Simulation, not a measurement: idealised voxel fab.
process module | voxel air gaps
cross-section cut | 235 nm wide | cells 5 nm
A cross-section is a grid of square cells, given in bands from the top down. A band is one or more rows of cells.
Each band's line starts with the height of the band's top and of its bottom, in nm. Then come its materials from left to right, each with its width in nm. One material with "throughout" fills the band from edge to edge. "air" is empty space.
Height 0 is the level under which the wafer as received is all one material. The lowest band goes on downwards, as in "0 down".
A width such as "30 to 40" changes by the same amount from each row of cells to the next, from the band's top row to its bottom row.
"no change" after a step means that no cell of the cross-section changed.
closed voids: empty space of 8 cells or more with no open way to the top, each as width x height at its distance from the left edge, in nm
after a step's settings: what the simulator itself notes on the step
overlay nm, on a step with a mask: how far to the right of its planned place the mask lay; to the left if negative
plan
1 op RECEIVE | material Si
2 op CONFORMAL_DEP | material SiO2 | thk nm 15
3 op CONFORMAL_DEP | material SiCN | thk nm 5
4 op DIRECTIONAL_DEP | material lowk | thk nm 30
5 op PATTERN | tone open | mask id LINES | material resist | width nm 15 | pitch nm 50 | thk nm 15 | overlay nm 0
6 op DIRECTIONAL_ETCH | etch materials lowk | depth nm 30
7 op STRIP | etch materials resist
8 op CONFORMAL_DEP | material TiN | thk nm 5
9 op FILL_DEP | material W | thk nm 5
10 op CMP | height nm 50
11 op EPI | material Ru | thk nm 10
12 op SELECTIVE_ETCH | etch materials lowk | depth nm 40
13 op CONFORMAL_DEP | material SiCN | thk nm 5
varied across the wafers: width nm of step 5. The plan shows the first wafer's value. All wafers start alike
first wafer as received, after step 1
  0 down: Si throughout
  closed voids: none
each wafer at the end: cells of each material gained (+) or lost (-) since it was received, then its closed voids
width nm 15 | +42 Ru | +166 SiCN | +141 SiO2 | +39 TiN | +15 W | closed voids: none
width nm 20 | +48 Ru | +166 SiCN | +141 SiO2 | +42 TiN | +30 W | closed voids: 20 x 20 at 80; 20 x 20 at 130
width nm 25 | +54 Ru | +158 SiCN | +141 SiO2 | +45 TiN | +45 W | closed voids: 15 x 20 at 85; 15 x 20 at 135
width nm 30 | +60 Ru | +118 SiCN | +141 SiO2 | +48 TiN | +60 W | +48 lowk | closed voids: none
width nm 35 | +62 Ru | +118 SiCN | +141 SiO2 | +51 TiN | +75 W | +36 lowk | closed voids: none
